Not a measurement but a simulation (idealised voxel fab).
Process module name: voxel ribs on slabs
This is section cut - it's 165 nm across, gridded in 5 nm square cells.
Heads up, the way a cross-section reads in here is a grid of square cells, handed over as bands from the top down, with every band being one or more rows of cells.
A band entry consists of two parts. The first gives the height of the band's top and the height of its bottom, in nm. The rest lists the band's materials from left to right, each with its width in nm. A single material labelled with the word "everywhere" fills the band from edge to edge, and the word "blank" marks empty space.
Ref level 0: as-received wafer is one material below here. Bottom band extends down with no lower bound ("0 nm and below").
Width: "30..40" (first number = top row, second number = bottom row, same change from row to row of cells).
Reading "left unchanged" for a step: not a cell of the cross-section changed in it.
Entry "Closed cavity list". Content: empty spaces with no open connection to the top, size 8 cells or greater. Each: width x height at distance. Distance: from left edge. Unit: nm.
Past the settings on a step's line: simulator remark, on that step.
If you see "overlay nm" on a step's line and that step has a mask, it's telling you how far right of where it was planned the mask ended up; a negative number means it went left instead.
So here's the lineup of process steps we planned:
1,RECEIVE with material Si
2,DIRECTIONAL_DEP with material SiO2, thk nm 30
3,DIRECTIONAL_DEP with material SiN, thk nm 15
4,DIRECTIONAL_DEP with material aC, thk nm 10
5,PATTERN with tone cover, mask id RIB, material resist, width nm 25, thk nm 25, overlay nm 0
6,DIRECTIONAL_ETCH with etch materials aC, depth nm 10
7,STRIP with etch materials resist
8,DIRECTIONAL_ETCH with etch materials SiN, depth nm 10
9,STRIP with etch materials aC
10,MASKED_ETCH with tone cover, mask id SLAB, width nm 55, etch materials SiN, depth nm 5, overlay nm 0
11,FILL_DEP with material SiO2, thk nm 25
12,CMP with height nm 65
13,DIRECTIONAL_DEP with material TiN, thk nm 5
14,DIRECTIONAL_DEP with material aC, thk nm 10
15,PATTERN with tone cover, mask id HEATER, material resist, width nm 35, thk nm 30, overlay nm 0
16,DIRECTIONAL_ETCH with etch materials aC, depth nm 10
17,STRIP with etch materials resist
18,DIRECTIONAL_ETCH with etch materials TiN, depth nm 5
19,STRIP with etch materials aC
20,CONFORMAL_DEP with material SiO2, thk nm 10
Wafer at receipt (post step 1), cross-section:
0 nm and below: Si everywhere
Closed cavity list: none
a wafer at the end: this start, this plan, one mistake:
80 nm to 75 nm: 55 nm blank / 55 nm SiO2 / 55 nm blank
75 nm to 70 nm: SiO2 everywhere
70 nm to 65 nm: 65 nm SiO2 / 35 nm TiN / 65 nm SiO2
65 nm to 60 nm: 55 nm SiO2 / 55 nm SiN / 55 nm SiO2
60 nm to 0 nm: SiO2 everywhere
0 nm and below: Si everywhere
Closed cavity list: none
The mistake made against the process plan was this: plan step 2 ran twice
